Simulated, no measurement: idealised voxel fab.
Name of the process module below: voxel transistor to metal
Square cell edge 5 nm, section width 295 nm, ID cut.
A cross-section is a grid of square cells, given in bands from the top down. A band is one or more rows of cells.
Quick guide to a band line: top height, bottom height (nm) up front; then every material left to right with its width in nm. Only one material and it's marked "all across"? Then it fills the band edge to edge. And "empty" just means empty space.
Beneath 0, the wafer as received is one material, and that level is where height counting begins. The lowest band goes on downward without a bottom; it is written like "0 nm and below".
A width such as "30 to 40" changes by the same amount from each row of cells to the next, from the band's top row to its bottom row.
Key: "identical to before" - step with no changed cell in the cross-section.
"Enclosed cavities" enumerates empty spaces isolated from the top, with no open way to it, that contain at least 8 cells, giving each as width x height at distance from the left edge, all three in nm.
Note: text after step settings on the step line = simulator remark on that step.
"overlay nm", when on a step's line for a step with a mask, measures how far to the right of its planned place the mask lay; a negative measure means to the left.

### plan
- 1: RECEIVE: material Si
- 2: CONFORMAL_DEP: material SiO2, thk nm 5
- 3: CONFORMAL_DEP: material SiN, thk nm 10
- 4: PATTERN: tone cover, mask id ACTIVE, material resist, width nm 110, pitch nm 140, thk nm 20, overlay nm 0
- 5: DIRECTIONAL_ETCH: etch materials SiN, depth nm 10
- 6: DIRECTIONAL_ETCH: etch materials SiO2, depth nm 5
- 7: DIRECTIONAL_ETCH: etch materials Si, depth nm 35
- 8: STRIP: etch materials resist
- 9: FILL_DEP: material SiO2, thk nm 10
- 10: CMP: height nm 15
- 11: SELECTIVE_ETCH: etch materials SiO2, depth nm 5
- 12: STRIP: etch materials SiN
- 13: SELECTIVE_ETCH: etch materials SiO2, depth nm 5
- 14: OXIDIZE: depth nm 5
- 15: DIRECTIONAL_DEP: material polySi, thk nm 25
- 16: DIRECTIONAL_DEP: material SiCN, thk nm 15
- 17: PATTERN: tone cover, mask id GATE, material resist, width nm 30, pitch nm 140, thk nm 20, overlay nm 0
- 18: DIRECTIONAL_ETCH: etch materials SiCN, depth nm 25
- 19: DIRECTIONAL_ETCH: etch materials polySi, depth nm 35
- 20: STRIP: etch materials resist
- 21: CONFORMAL_DEP: material SiO2, thk nm 5
- 22: DIRECTIONAL_ETCH: etch materials SiO2, depth nm 5
- 23: CONFORMAL_DEP: material SiN, thk nm 10
- 24: DIRECTIONAL_ETCH: etch materials SiN, depth nm 10
- 25: DIRECTIONAL_ETCH: etch materials SiO2, depth nm 5
- 26: DIRECTIONAL_ETCH: etch materials Si, depth nm 10
- 27: EPI: material nSi, thk nm 10
- 28: FILL_DEP: material SiO2, thk nm 10
- 29: CMP: height nm 25
- 30: STRIP: etch materials polySi
- 31: SELECTIVE_ETCH: etch materials SiO2, depth nm 5
- 32: CONFORMAL_DEP: material HfO2, thk nm 5
- 33: CONFORMAL_DEP: material TiN, thk nm 5
- 34: FILL_DEP: material W, thk nm 10
- 35: CMP: height nm 20
- 36: DIRECTIONAL_DEP: material SiO2, thk nm 15
- 37: PATTERN: tone open, mask id CONTACT, material resist, width nm 15, thk nm 15, overlay nm 0
- 38: DIRECTIONAL_ETCH: etch materials SiO2, depth nm 30
- 39: STRIP: etch materials resist
- 40: CONFORMAL_DEP: material TiN, thk nm 5
- 41: FILL_DEP: material W, thk nm 5
- 42: CMP: height nm 35
- 43: DIRECTIONAL_DEP: material TiN, thk nm 5
- 44: DIRECTIONAL_DEP: material W, thk nm 20
- 45: DIRECTIONAL_DEP: material aC, thk nm 10
- 46: PATTERN: tone cover, mask id METAL_1, material resist, width nm 15, thk nm 25, overlay nm 0
- 47: DIRECTIONAL_ETCH: etch materials aC, depth nm 10
- 48: STRIP: etch materials resist
- 49: DIRECTIONAL_ETCH: etch materials W, depth nm 20
- 50: DIRECTIONAL_ETCH: etch materials TiN, depth nm 5
- 51: STRIP: etch materials aC
- 52: FILL_DEP: material lowk, thk nm 10
- 53: CMP: height nm 60
- 54: CONFORMAL_DEP: material SiCN, thk nm 5
- 55: DIRECTIONAL_DEP: material lowk, thk nm 35
- 56: MASKED_ETCH: tone open, mask id METAL_2, width nm 15, pitch nm 140, etch materials lowk, depth nm 20, overlay nm 0
- 57: PATTERN: tone open, mask id METAL_2_HOLES, material resist, width nm 15, pitch nm 140, thk nm 20, overlay nm 0
- 58: DIRECTIONAL_ETCH: etch materials lowk, depth nm 15
- 59: DIRECTIONAL_ETCH: etch materials SiCN, depth nm 5
- 60: STRIP: etch materials resist
- 61: CONFORMAL_DEP: material TiN, thk nm 5
- 62: FILL_DEP: material Ru, thk nm 5
- 63: CMP: height nm 100
- 64: CONFORMAL_DEP: material SiCN, thk nm 5

### Step 1 complete: cross-section of the wafer as received
> 0 nm and below  Si all across
> Enclosed cavities: none

### The first of the two wafers as seen in cross-section once the module was finished; processing followed the plan
> 105 nm to 100 nm  SiCN all across
> 100 nm to 65 nm  25 lowk | 5 TiN | 5 Ru | 5 TiN | 125 lowk | 5 TiN | 5 Ru | 5 TiN | 115 lowk
> 65 nm to 60 nm  25 SiCN | 15 TiN | 125 SiCN | 15 TiN | 115 SiCN
> 60 nm to 40 nm  25 lowk | 15 W | 70 lowk | 15 W | 40 lowk | 15 W | 70 lowk | 15 W | 30 lowk
> 40 nm to 35 nm  25 lowk | 15 TiN | 70 lowk | 15 TiN | 40 lowk | 15 TiN | 70 lowk | 15 TiN | 30 lowk
> 35 nm to 20 nm  25 SiO2 | 5 TiN | 5 W | 5 TiN | 70 SiO2 | 5 TiN | 5 W | 5 TiN | 40 SiO2 | 5 TiN | 5 W | 5 TiN | 70 SiO2 | 5 TiN | 5 W | 5 TiN | 30 SiO2
> 20 nm to 10 nm  25 SiO2 | 5 TiN | 5 W | 5 TiN | 5 SiO2 | 10 SiN | 5 HfO2 | 5 TiN | 20 W | 5 TiN | 5 HfO2 | 10 SiN | 5 SiO2 | 5 TiN | 5 W | 5 TiN | 40 SiO2 | 5 TiN | 5 W | 5 TiN | 5 SiO2 | 10 SiN | 5 HfO2 | 5 TiN | 20 W | 5 TiN | 5 HfO2 | 10 SiN | 5 SiO2 | 5 TiN | 5 W | 5 TiN | 30 SiO2
> 10 nm to 5 nm  25 SiO2 | 15 TiN | 5 SiO2 | 10 SiN | 5 HfO2 | 5 TiN | 20 W | 5 TiN | 5 HfO2 | 10 SiN | 5 SiO2 | 15 TiN | 40 SiO2 | 15 TiN | 5 SiO2 | 10 SiN | 5 HfO2 | 5 TiN | 20 W | 5 TiN | 5 HfO2 | 10 SiN | 5 SiO2 | 15 TiN | 30 SiO2
> 5 nm to 0 nm  20 SiO2 | 10 SiN | 15 nSi | 10 SiN | 5 HfO2 | 30 TiN | 5 HfO2 | 10 SiN | 15 nSi | 10 SiN | 30 SiO2 | 10 SiN | 15 nSi | 10 SiN | 5 HfO2 | 30 TiN | 5 HfO2 | 10 SiN | 15 nSi | 10 SiN | 25 SiO2
> 0 nm to -5 nm  30 SiO2 | 15 nSi | 10 SiO2 | 40 HfO2 | 10 SiO2 | 15 nSi | 50 SiO2 | 15 nSi | 10 SiO2 | 40 HfO2 | 10 SiO2 | 15 nSi | 35 SiO2
> -5 nm to -15 nm  20 SiO2 | 10 Si | 15 nSi | 60 Si | 15 nSi | 10 Si | 30 SiO2 | 10 Si | 15 nSi | 60 Si | 15 nSi | 10 Si | 25 SiO2
> -15 nm to -35 nm  20 SiO2 | 110 Si | 30 SiO2 | 110 Si | 25 SiO2
> -35 nm and below  Si all across
> Enclosed cavities: none

### Now the second wafer, cross-sectioned at the end of the module. Nothing different at the start, nothing different in the plan compared with the first, just one mistake when it was actually run
> 105 nm to 100 nm  SiCN all across
> 100 nm to 65 nm  25 lowk | 5 TiN | 5 Ru | 5 TiN | 125 lowk | 5 TiN | 5 Ru | 5 TiN | 115 lowk
> 65 nm to 60 nm  25 SiCN | 15 TiN | 125 SiCN | 15 TiN | 115 SiCN
> 60 nm to 40 nm  25 lowk | 15 W | 70 lowk | 15 W | 40 lowk | 15 W | 70 lowk | 15 W | 30 lowk
> 40 nm to 35 nm  25 lowk | 15 TiN | 70 lowk | 15 TiN | 40 lowk | 15 TiN | 70 lowk | 15 TiN | 30 lowk
> 35 nm to 20 nm  25 SiO2 | 5 TiN | 5 W | 5 TiN | 70 SiO2 | 5 TiN | 5 W | 5 TiN | 40 SiO2 | 5 TiN | 5 W | 5 TiN | 70 SiO2 | 5 TiN | 5 W | 5 TiN | 30 SiO2
> 20 nm to 10 nm  25 SiO2 | 5 TiN | 5 W | 5 TiN | 15 SiO2 | 5 HfO2 | 5 TiN | 20 W | 5 TiN | 5 HfO2 | 15 SiO2 | 5 TiN | 5 W | 5 TiN | 40 SiO2 | 5 TiN | 5 W | 5 TiN | 15 SiO2 | 5 HfO2 | 5 TiN | 20 W | 5 TiN | 5 HfO2 | 15 SiO2 | 5 TiN | 5 W | 5 TiN | 30 SiO2
> 10 nm to 5 nm  25 SiO2 | 15 TiN | 15 SiO2 | 5 HfO2 | 5 TiN | 20 W | 5 TiN | 5 HfO2 | 15 SiO2 | 15 TiN | 40 SiO2 | 15 TiN | 15 SiO2 | 5 HfO2 | 5 TiN | 20 W | 5 TiN | 5 HfO2 | 15 SiO2 | 15 TiN | 30 SiO2
> 5 nm to 0 nm  45 SiO2 | 10 nSi | 5 HfO2 | 30 TiN | 5 HfO2 | 10 nSi | 80 SiO2 | 10 nSi | 5 HfO2 | 30 TiN | 5 HfO2 | 10 nSi | 50 SiO2
> 0 nm to -5 nm  45 SiO2 | 10 nSi | 40 HfO2 | 10 nSi | 80 SiO2 | 10 nSi | 40 HfO2 | 10 nSi | 50 SiO2
> -5 nm to -15 nm  20 SiO2 | 35 nSi | 40 Si | 35 nSi | 30 SiO2 | 35 nSi | 40 Si | 35 nSi | 25 SiO2
> -15 nm to -35 nm  20 SiO2 | 110 Si | 30 SiO2 | 110 Si | 25 SiO2
> -35 nm and below  Si all across
> Enclosed cavities: none
Deviation noted in wafer processing: step 23 of the plan was omitted and not executed
Looking at both finished wafers in cells, the second ends up ahead of or behind the first on some materials: Si: 32 fewer | SiN: 40 fewer | SiO2: 48 more | nSi: 24 more
